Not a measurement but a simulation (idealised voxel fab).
Herein follows the process module entitled voxel lift off.
Displayed cross-section: cut, width of 295 nm, square cells sized 5 nm.
This document writes a cross-section as a grid whose cells are square, and gives it as bands, listed from the top down; one or more rows of cells form a band. Band entry format. Leading values: height of top, height of bottom, nm. Remainder: materials in left-to-right order, each with its width in nm. Special words: "full width" on a single material, which then fills the band edge to edge; "air", empty space. Heights are measured from 0, the level below which the as-received wafer is all one material; the lowest band has no bottom and continues downward, written as in "from 0 down". Per-row width for "30 to 40": begins at first number (top row of band), ends at second number (bottom row), increment between rows held constant. "identical to before" after a step means that no cell of the cross-section changed. Look at "Sealed voids" for the closed voids: empty spaces with no open path to the top, sized 8 cells or up. Each is width x height at distance, distance from the left edge, all nm. On each step's line, the part that comes after the settings is the simulator's own comment on the step. overlay nm: step with mask; distance mask lay right of planned place; negative value = left of planned place.
Process steps - plan
1) RECEIVE [material Si]
2) CONFORMAL_DEP [material SiN] [thk nm 5]
3) PATTERN [tone open] [mask id LINES] [material resist] [width nm 25] [pitch nm 55] [thk nm 30] [overlay nm 0]
4) DIRECTIONAL_DEP [material Ru] [thk nm 15]
5) STRIP [etch materials resist]
6) CONFORMAL_DEP [material SiN] [thk nm 10]
Cross-section of the incoming wafer, state after step 1
  from 0 down | Si full width
  Sealed voids: none
Cross-section taken at module completion on the first of two wafers; processed per the plan
  from 30 to 20 | air (40), then SiN (45), then air (10), then SiN (45), then air (10), then SiN (45), then air (10), then SiN (45), then air (45)
  from 20 to 15 | air (40), then SiN (10), then Ru (25), then SiN (10), then air (10), then SiN (10), then Ru (25), then SiN (10), then air (10), then SiN (10), then Ru (25), then SiN (10), then air (10), then SiN (10), then Ru (25), then SiN (10), then air (45)
  from 15 to 5 | SiN (50), then Ru (25), then SiN (30), then Ru (25), then SiN (30), then Ru (25), then SiN (30), then Ru (25), then SiN (55)
  from 5 to 0 | SiN full width
  from 0 down | Si full width
  Sealed voids: none
Here is the second of the two wafers cut open at the end of the module - same start, same plan as the first one, but we made one mistake running it
  from 30 to 20 | air (45), then SiN (45), then air (10), then SiN (45), then air (10), then SiN (45), then air (10), then SiN (45), then air (40)
  from 20 to 15 | air (45), then SiN (10), then Ru (25), then SiN (10), then air (10), then SiN (10), then Ru (25), then SiN (10), then air (10), then SiN (10), then Ru (25), then SiN (10), then air (10), then SiN (10), then Ru (25), then SiN (10), then air (40)
  from 15 to 5 | SiN (55), then Ru (25), then SiN (30), then Ru (25), then SiN (30), then Ru (25), then SiN (30), then Ru (25), then SiN (50)
  from 5 to 0 | SiN full width
  from 0 down | Si full width
  Sealed voids: none
What was the processing mistake? step 3 ran differently from the plan; actual operation with settings: PATTERN [tone open] [mask id LINES] [material resist] [width nm 25] [pitch nm 55] [thk nm 30] [overlay nm 5]
Both wafers, final: cells per material equal; arrangement not.
